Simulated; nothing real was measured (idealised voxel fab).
process module | voxel gate over fins
cross-section cut | 250 nm wide | cells 5 nm
A cross-section is a grid of square cells, given in bands from the top down. A band is one or more rows of cells.
Each band's line starts with the height of the band's top and of its bottom, in nm. Then come its materials from left to right, each with its width in nm. One material with "throughout" fills the band from edge to edge. "air" is empty space.
Height 0 is the level under which the wafer as received is all one material. The lowest band goes on downwards, as in "0 down".
A width such as "30 to 40" changes by the same amount from each row of cells to the next, from the band's top row to its bottom row.
"no change" after a step means that no cell of the cross-section changed.
closed voids: empty space of 8 cells or more with no open way to the top, each as width x height at its distance from the left edge, in nm
after a step's settings: what the simulator itself notes on the step
overlay nm, on a step with a mask: how far to the right of its planned place the mask lay; to the left if negative
Each pair below shows a cross-section before one step and the cross-section after it, down to the lowest band that changed. The line under each pair gives the step between them, with its settings. The pairs can come from different runs of this module on the same starting wafer, so a pair continues from the pair above only where its "before" says so.
before
  0 to -15: air 65 | Si 15 | air 35 | Si 15 | air 35 | Si 15 | air 70
  -15 to -20: SiO2 65 | Si 15 | SiO2 35 | Si 15 | SiO2 35 | Si 15 | SiO2 70
  -20 to -25: TiN 65 | Si 15 | TiN 10 | SiO2 15 | TiN 10 | Si 15 | TiN 35 | Si 15 | TiN 70
  -25 to -30: SiO2 65 | Si 15 | SiO2 35 | Si 15 | SiO2 35 | Si 15 | SiO2 70
  -30 down: Si throughout
  closed voids: none
after
  5 to 0: air 60 | HfO2 25 | air 25 | HfO2 25 | air 25 | HfO2 25 | air 65
  0 to -10: air 60 | HfO2 5 | Si 15 | HfO2 5 | air 25 | HfO2 5 | Si 15 | HfO2 5 | air 25 | HfO2 5 | Si 15 | HfO2 5 | air 65
  -10 to -15: HfO2 65 | Si 15 | HfO2 35 | Si 15 | HfO2 35 | Si 15 | HfO2 70
  below -15: unchanged
  closed voids: none
the step between: op CONFORMAL_DEP | material HfO2 | thk nm 5
before: the cross-section after the pair above
after
  10 to 5: air 55 | TiN 35 | air 15 | TiN 35 | air 15 | TiN 35 | air 60
  5 to 0: air 55 | TiN 5 | HfO2 25 | TiN 5 | air 15 | TiN 5 | HfO2 25 | TiN 5 | air 15 | TiN 5 | HfO2 25 | TiN 5 | air 60
  0 to -5: air 55 | TiN 5 | HfO2 5 | Si 15 | HfO2 5 | TiN 5 | air 15 | TiN 5 | HfO2 5 | Si 15 | HfO2 5 | TiN 5 | air 15 | TiN 5 | HfO2 5 | Si 15 | HfO2 5 | TiN 5 | air 60
  -5 to -10: TiN 60 | HfO2 5 | Si 15 | HfO2 5 | TiN 25 | HfO2 5 | Si 15 | HfO2 5 | TiN 25 | HfO2 5 | Si 15 | HfO2 5 | TiN 65
  below -10: unchanged
  closed voids: none
the step between: op CONFORMAL_DEP | material TiN | thk nm 5
before: the cross-section after the pair above
after
  15 to 10: air 50 | TiAl 45 | air 5 | TiAl 45 | air 5 | TiAl 45 | air 55
  10 to 5: air 50 | TiAl 5 | TiN 35 | TiAl 5 | air 5 | TiAl 5 | TiN 35 | TiAl 5 | air 5 | TiAl 5 | TiN 35 | TiAl 5 | air 55
  5 to 0: air 50 | TiAl 5 | TiN 5 | HfO2 25 | TiN 5 | TiAl 5 | air 5 | TiAl 5 | TiN 5 | HfO2 25 | TiN 5 | TiAl 5 | air 5 | TiAl 5 | TiN 5 | HfO2 25 | TiN 5 | TiAl 5 | air 55
  0 to -5: TiAl 55 | TiN 5 | HfO2 5 | Si 15 | HfO2 5 | TiN 5 | TiAl 15 | TiN 5 | HfO2 5 | Si 15 | HfO2 5 | TiN 5 | TiAl 15 | TiN 5 | HfO2 5 | Si 15 | HfO2 5 | TiN 5 | TiAl 60
  below -5: unchanged
  closed voids: none
the step between: op CONFORMAL_DEP | material TiAl | thk nm 5
before: the cross-section after the pair above
after
  20 to 15: air 45 | TiN 155 | air 50
  15 to 10: air 45 | TiN 5 | TiAl 45 | TiN 5 | TiAl 45 | TiN 5 | TiAl 45 | TiN 5 | air 50
  10 to 5: air 45 | TiN 5 | TiAl 5 | TiN 35 | TiAl 5 | TiN 5 | TiAl 5 | TiN 35 | TiAl 5 | TiN 5 | TiAl 5 | TiN 35 | TiAl 5 | TiN 5 | air 50
  5 to 0: TiN 50 | TiAl 5 | TiN 5 | HfO2 25 | TiN 5 | TiAl 5 | TiN 5 | TiAl 5 | TiN 5 | HfO2 25 | TiN 5 | TiAl 5 | TiN 5 | TiAl 5 | TiN 5 | HfO2 25 | TiN 5 | TiAl 5 | TiN 55
  below 0: unchanged
  closed voids: none
the step between: op CONFORMAL_DEP | material TiN | thk nm 5
before: the cross-section after the pair above
after
  35 to 20: W throughout
  20 to 15: W 45 | TiN 155 | W 50
  15 to 10: W 45 | TiN 5 | TiAl 45 | TiN 5 | TiAl 45 | TiN 5 | TiAl 45 | TiN 5 | W 50
  10 to 5: W 45 | TiN 5 | TiAl 5 | TiN 35 | TiAl 5 | TiN 5 | TiAl 5 | TiN 35 | TiAl 5 | TiN 5 | TiAl 5 | TiN 35 | TiAl 5 | TiN 5 | W 50
  below 5: unchanged
  closed voids: none
the step between: op FILL_DEP | material W | thk nm 15
before: the cross-section after the pair above
after
  30 to 20: W throughout
  below 20: unchanged
  closed voids: none
the step between: op CMP | height nm 30
before: the cross-section after the pair above
after
  35 to 30: SiCN throughout
  below 30: unchanged
  closed voids: none
the step between: op CONFORMAL_DEP | material SiCN | thk nm 5
